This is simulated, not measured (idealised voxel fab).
Presented below is a process module, voxel double patterning.
Each square cell in cross-section cut measures 5 nm, and the section as a whole is 280 nm wide.
How to read a cross-section here: the picture is a grid of square cells, written as bands going from the top down, and any band can span one or more rows of cells. For a band, the entry starts with two heights in nm, that of the top and then that of the bottom, and carries on with the band's materials in order from left to right, each alongside its width in nm; the word "full width" beside a single material means it fills the band edge to edge, and "blank" means empty space. It should be noted that heights are counted from 0, beneath which the wafer as supplied is of one material throughout, and that the lowest band possesses no lower boundary but continues downward, as written in "top 0, no bottom". The expression "30->40" gives the width at the extremes of the band, the first number at its top row of cells and the second at its bottom row, with the width changing by equal amounts from each row to the next in between. You'll sometimes find "no change occurred" written for a step, and that's the way of saying that nowhere in the cross-section did a cell change during that step. "Enclosed void entries" contains a list of empty spaces, each no smaller than 8 cells and without an open way to the top, written in the form width x height at distance with the distance from the left edge and all three in nm. Past the settings on a step's line: simulator remark, on that step. "overlay nm" answers the question of how far to the right of plan the mask lay on a step that has a mask, and when it is negative the answer is to the left.
### This section lists the process steps that were planned
1,RECEIVE (material Si)
2,CONFORMAL_DEP (material SiN; thk nm 10)
3,DIRECTIONAL_DEP (material SiO2; thk nm 20)
4,DIRECTIONAL_DEP (material SiCN; thk nm 10)
5,MASKED_ETCH (tone open; mask id FIRST; width nm 15; pitch nm 50; etch materials SiCN; depth nm 10; overlay nm 0)
6,MASKED_ETCH (tone open; mask id SECOND; width nm 15; pitch nm 50; etch materials SiCN; depth nm 10; overlay nm 0)
7,DIRECTIONAL_ETCH (etch materials SiO2; depth nm 20)
8,STRIP (etch materials SiCN)
### The first wafer of two, processed as planned
### Cross-section: wafer on arrival = after step 1
- top 0, no bottom | Si full width
- Enclosed void entries: none
### The wafer in cross-section once step 2 is complete
- top 10, bottom 0 | SiN full width
- Below 0, the layers are the same as they were.
### The wafer in cross-section once step 3 is complete
- top 30, bottom 10 | SiO2 full width
- Below 10, the layers are the same as they were.
### The wafer in cross-section once step 4 is complete
- top 40, bottom 30 | SiCN full width
- Below 30, the layers are the same as they were.
### The wafer in cross-section once step 5 is complete
- top 40, bottom 30 | SiCN: 80, blank: 15, SiCN: 35, blank: 15, SiCN: 35, blank: 15, SiCN: 85
- Below 30, the layers are the same as they were.
### The wafer in cross-section once step 6 is complete
- top 40, bottom 30 | SiCN: 80, blank: 15, SiCN: 10, blank: 15, SiCN: 10, blank: 15, SiCN: 10, blank: 15, SiCN: 10, blank: 15, SiCN: 85
- Below 30, the layers are the same as they were.
### The wafer in cross-section once step 7 is complete
- top 40, bottom 30 | SiCN: 80, blank: 15, SiCN: 10, blank: 15, SiCN: 10, blank: 15, SiCN: 10, blank: 15, SiCN: 10, blank: 15, SiCN: 85
- top 30, bottom 10 | SiO2: 80, blank: 15, SiO2: 10, blank: 15, SiO2: 10, blank: 15, SiO2: 10, blank: 15, SiO2: 10, blank: 15, SiO2: 85
- Below 10, the layers are the same as they were.
### The wafer in cross-section once step 8 is complete
- top 30, bottom 10 | SiO2: 80, blank: 15, SiO2: 10, blank: 15, SiO2: 10, blank: 15, SiO2: 10, blank: 15, SiO2: 10, blank: 15, SiO2: 85
- Below 10, the layers are the same as they were.
### Second wafer: same start and same plan as the first, one execution error; identical to the first through step 4
### The second wafer in cross-section, at the planned close of step 5
- top 40, bottom 30 | SiCN: 85, blank: 15, SiCN: 35, blank: 15, SiCN: 35, blank: 15, SiCN: 80
- Below 30, the layers are the same as they were.
### The second wafer in cross-section, at the planned close of step 6
- top 40, bottom 30 | SiCN: 85, blank: 15, SiCN: 5, blank: 15, SiCN: 15, blank: 15, SiCN: 5, blank: 15, SiCN: 15, blank: 15, SiCN: 80
- Below 30, the layers are the same as they were.
### The second wafer in cross-section, at the planned close of step 7
- top 40, bottom 30 | SiCN: 85, blank: 15, SiCN: 5, blank: 15, SiCN: 15, blank: 15, SiCN: 5, blank: 15, SiCN: 15, blank: 15, SiCN: 80
- top 30, bottom 10 | SiO2: 85, blank: 15, SiO2: 5, blank: 15, SiO2: 15, blank: 15, SiO2: 5, blank: 15, SiO2: 15, blank: 15, SiO2: 80
- Below 10, the layers are the same as they were.
### The second wafer in cross-section, at the planned close of step 8
- top 30, bottom 10 | SiO2: 85, blank: 15, SiO2: 5, blank: 15, SiO2: 15, blank: 15, SiO2: 5, blank: 15, SiO2: 15, blank: 15, SiO2: 80
- Below 10, the layers are the same as they were.
Nonconformance to the process plan: step 5 off recipe, ran as MASKED_ETCH (tone open; mask id FIRST; width nm 15; pitch nm 50; etch materials SiCN; depth nm 10; overlay nm 5)
At the end, each material covers as many cells on the second wafer as it does on the first, though the cells it covers are elsewhere.
